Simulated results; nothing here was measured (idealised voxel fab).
Process module, titled voxel self aligned contacts
The width of the displayed cross-section, cut, is 190 nm; its cells are square, with a size of 5 nm.
Notation: cross-section as square-cell grid; stated in bands, top first, going down; one or more cell rows per band. Look at the band entry: it leads with the top's height and the bottom's height in nm. Then it lists the materials left to right, with a width in nm for each. The word "everywhere" on a single material says that material fills the band edge to edge. The word "blank" is empty space. The reference from which all heights are counted is 0, the level beneath which the as-received wafer is entirely one material; the lowest band, having no lower bound, proceeds downward and is written after the example "z 0 and below". Quick explanation for "30->40": the width changes in equal steps down the rows of cells, from the first number in the band's top row to the second number in its bottom row. Step marked "nothing different"? Then no cell in the cross-section changed in it. Unvented internal voids: empty space of 8 cells or more with no open way to the top, each as width x height at its distance from the left edge, in nm. The remark found on a step's line after its settings is issued by the simulator itself and pertains to that step. overlay nm: on a step with a mask, how far right of its planned place the mask lay; negative means left.
**plan**
1. RECEIVE (material Si)
2. OXIDIZE (depth nm 5)
3. DIRECTIONAL_DEP (material polySi; thk nm 25)
4. DIRECTIONAL_DEP (material SiN; thk nm 25)
5. PATTERN (tone cover; mask id GATE; material resist; width nm 35; pitch nm 80; thk nm 20; overlay nm 0)
6. DIRECTIONAL_ETCH (etch materials SiN; depth nm 25)
7. DIRECTIONAL_ETCH (etch materials polySi; depth nm 25)
8. STRIP (etch materials resist)
9. CONFORMAL_DEP (material SiN; thk nm 10)
10. DIRECTIONAL_ETCH (etch materials SiN; depth nm 10)
11. FILL_DEP (material SiO2; thk nm 10)
12. CMP (height nm 55)
13. DIRECTIONAL_DEP (material aC; thk nm 15)
14. PATTERN (tone open; mask id CONTACT; material resist; width nm 55; thk nm 35; overlay nm 0)
15. DIRECTIONAL_ETCH (etch materials aC; depth nm 15)
16. STRIP (etch materials resist)
17. DIRECTIONAL_ETCH (etch materials SiO2; depth nm 60)
18. STRIP (etch materials aC)
19. CONFORMAL_DEP (material TiN; thk nm 5)
20. FILL_DEP (material Ru; thk nm 5)
21. CMP (height nm 55)
22. CONFORMAL_DEP (material SiN; thk nm 5)
**So, the first of our two wafers, run just as we planned it**
**Cross-section of the incoming wafer, state after step 1**
  z 0 and below | Si everywhere
  Unvented internal voids: none
**The wafer, seen in cross-section, after step 2**
  z 0 to -5 | SiO2 everywhere
  All layers under -5 are left as they were.
**The wafer, seen in cross-section, after step 3**
  z 25 to 0 | polySi everywhere
  All layers under 0 are left as they were.
**The wafer, seen in cross-section, after step 4**
  z 50 to 25 | SiN everywhere
  All layers under 25 are left as they were.
**The wafer, seen in cross-section, after step 5**
  z 70 to 50 | blank (35), then resist (35), then blank (45), then resist (35), then blank (40)
  All layers under 50 are left as they were.
**The wafer, seen in cross-section, after step 6**
  z 70 to 50 | blank (35), then resist (35), then blank (45), then resist (35), then blank (40)
  z 50 to 25 | blank (35), then SiN (35), then blank (45), then SiN (35), then blank (40)
  All layers under 25 are left as they were.
**The wafer, seen in cross-section, after step 7**
  z 70 to 50 | blank (35), then resist (35), then blank (45), then resist (35), then blank (40)
  z 50 to 25 | blank (35), then SiN (35), then blank (45), then SiN (35), then blank (40)
  z 25 to 0 | blank (35), then polySi (35), then blank (45), then polySi (35), then blank (40)
  All layers under 0 are left as they were.
**The wafer, seen in cross-section, after step 8**
  z 50 to 25 | blank (35), then SiN (35), then blank (45), then SiN (35), then blank (40)
  All layers under 25 are left as they were.
**The wafer, seen in cross-section, after step 9**
  z 60 to 25 | blank (25), then SiN (55), then blank (25), then SiN (55), then blank (30)
  z 25 to 10 | blank (25), then SiN (10), then polySi (35), then SiN (10), then blank (25), then SiN (10), then polySi (35), then SiN (10), then blank (30)
  z 10 to 0 | SiN (35), then polySi (35), then SiN (45), then polySi (35), then SiN (40)
  All layers under 0 are left as they were.
**The wafer, seen in cross-section, after step 10**
  z 50 to 25 | blank (25), then SiN (55), then blank (25), then SiN (55), then blank (30)
  z 25 to 0 | blank (25), then SiN (10), then polySi (35), then SiN (10), then blank (25), then SiN (10), then polySi (35), then SiN (10), then blank (30)
  All layers under 0 are left as they were.
**The wafer, seen in cross-section, after step 11**
  z 60 to 50 | SiO2 everywhere
  z 50 to 25 | SiO2 (25), then SiN (55), then SiO2 (25), then SiN (55), then SiO2 (30)
  z 25 to 0 | SiO2 (25), then SiN (10), then polySi (35), then SiN (10), then SiO2 (25), then SiN (10), then polySi (35), then SiN (10), then SiO2 (30)
  All layers under 0 are left as they were.
**The wafer, seen in cross-section, after step 12**
  z 55 to 50 | SiO2 everywhere
  All layers under 50 are left as they were.
**The wafer, seen in cross-section, after step 13**
  z 70 to 55 | aC everywhere
  All layers under 55 are left as they were.
**The wafer, seen in cross-section, after step 14**
  z 105 to 70 | resist (65), then blank (55), then resist (70)
  All layers under 70 are left as they were.
**The wafer, seen in cross-section, after step 15**
  z 90 to 70 | resist (65), then blank (55), then resist (70)
  z 70 to 55 | aC (65), then blank (55), then aC (70)
  All layers under 55 are left as they were.
**The wafer, seen in cross-section, after step 16**
  z 70 to 55 | aC (65), then blank (55), then aC (70)
  All layers under 55 are left as they were.
**The wafer, seen in cross-section, after step 17**
  z 70 to 55 | aC (65), then blank (55), then aC (70)
  z 55 to 50 | SiO2 (65), then blank (55), then SiO2 (70)
  z 50 to 25 | SiO2 (25), then SiN (55), then blank (25), then SiN (55), then SiO2 (30)
  z 25 to 0 | SiO2 (25), then SiN (10), then polySi (35), then SiN (10), then blank (25), then SiN (10), then polySi (35), then SiN (10), then SiO2 (30)
  z 0 to -5 | SiO2 (80), then blank (25), then SiO2 (85)
  All layers under -5 are left as they were.
**The wafer, seen in cross-section, after step 18**
  z 55 to 50 | SiO2 (65), then blank (55), then SiO2 (70)
  All layers under 50 are left as they were.
**The wafer, seen in cross-section, after step 19**
  z 60 to 55 | TiN (70), then blank (45), then TiN (75)
  z 55 to 50 | SiO2 (65), then TiN (20), then blank (15), then TiN (20), then SiO2 (70)
  z 50 to 25 | SiO2 (25), then SiN (55), then TiN (5), then blank (15), then TiN (5), then SiN (55), then SiO2 (30)
  z 25 to 0 | SiO2 (25), then SiN (10), then polySi (35), then SiN (10), then TiN (5), then blank (15), then TiN (5), then SiN (10), then polySi (35), then SiN (10), then SiO2 (30)
  z 0 to -5 | SiO2 (80), then TiN (25), then SiO2 (85)
  All layers under -5 are left as they were.
**The wafer, seen in cross-section, after step 20**
  z 65 to 60 | Ru everywhere
  z 60 to 55 | TiN (70), then Ru (45), then TiN (75)
  z 55 to 50 | SiO2 (65), then TiN (20), then Ru (15), then TiN (20), then SiO2 (70)
  z 50 to 25 | SiO2 (25), then SiN (55), then TiN (5), then Ru (15), then TiN (5), then SiN (55), then SiO2 (30)
  z 25 to 0 | SiO2 (25), then SiN (10), then polySi (35), then SiN (10), then TiN (5), then Ru (15), then TiN (5), then SiN (10), then polySi (35), then SiN (10), then SiO2 (30)
  All layers under 0 are left as they were.
**The wafer, seen in cross-section, after step 21**
  z 55 to 50 | SiO2 (65), then TiN (20), then Ru (15), then TiN (20), then SiO2 (70)
  All layers under 50 are left as they were.
**The wafer, seen in cross-section, after step 22**
  z 60 to 55 | SiN everywhere
  All layers under 55 are left as they were.
**Wafer two of two - same starting point, same process plan, one mistake in execution; matches wafer one up to and including step 10**
**Second wafer, section view, time point: scheduled end of step 11**
  z 60 to 50 | TiN everywhere
  z 50 to 25 | TiN (25), then SiN (55), then TiN (25), then SiN (55), then TiN (30)
  z 25 to 0 | TiN (25), then SiN (10), then polySi (35), then SiN (10), then TiN (25), then SiN (10), then polySi (35), then SiN (10), then TiN (30)
  All layers under 0 are left as they were.
**Second wafer, section view, time point: scheduled end of step 12**
  z 55 to 50 | TiN everywhere
  All layers under 50 are left as they were.
**Second wafer, section view, time point: scheduled end of step 13**
  z 70 to 55 | aC everywhere
  All layers under 55 are left as they were.
**Second wafer, section view, time point: scheduled end of step 14**
  z 105 to 70 | resist (65), then blank (55), then resist (70)
  All layers under 70 are left as they were.
**Second wafer, section view, time point: scheduled end of step 15**
  z 90 to 70 | resist (65), then blank (55), then resist (70)
  z 70 to 55 | aC (65), then blank (55), then aC (70)
  All layers under 55 are left as they were.
**Second wafer, section view, time point: scheduled end of step 16**
  z 70 to 55 | aC (65), then blank (55), then aC (70)
  All layers under 55 are left as they were.
Second wafer, section view, time point: scheduled end of step 17: nothing different
**Second wafer, section view, time point: scheduled end of step 18**
  z 55 to 50 | TiN everywhere
  All layers under 50 are left as they were.
**Second wafer, section view, time point: scheduled end of step 19**
  z 60 to 50 | TiN everywhere
  All layers under 50 are left as they were.
**Second wafer, section view, time point: scheduled end of step 20**
  z 65 to 60 | Ru everywhere
  All layers under 60 are left as they were.
**Second wafer, section view, time point: scheduled end of step 21**
  z 55 to 50 | TiN everywhere
  All layers under 50 are left as they were.
**Second wafer, section view, time point: scheduled end of step 22**
  z 60 to 55 | SiN everywhere
  All layers under 55 are left as they were.
Deviation noted in wafer processing: it should be noted that step 11 was executed with settings other than those planned, the operation and settings actually applied being FILL_DEP (material TiN; thk nm 10)
FYI, end of process, the second wafer has more or fewer cells of some materials than the first: -33 Ru | -132 SiO2 | +165 TiN
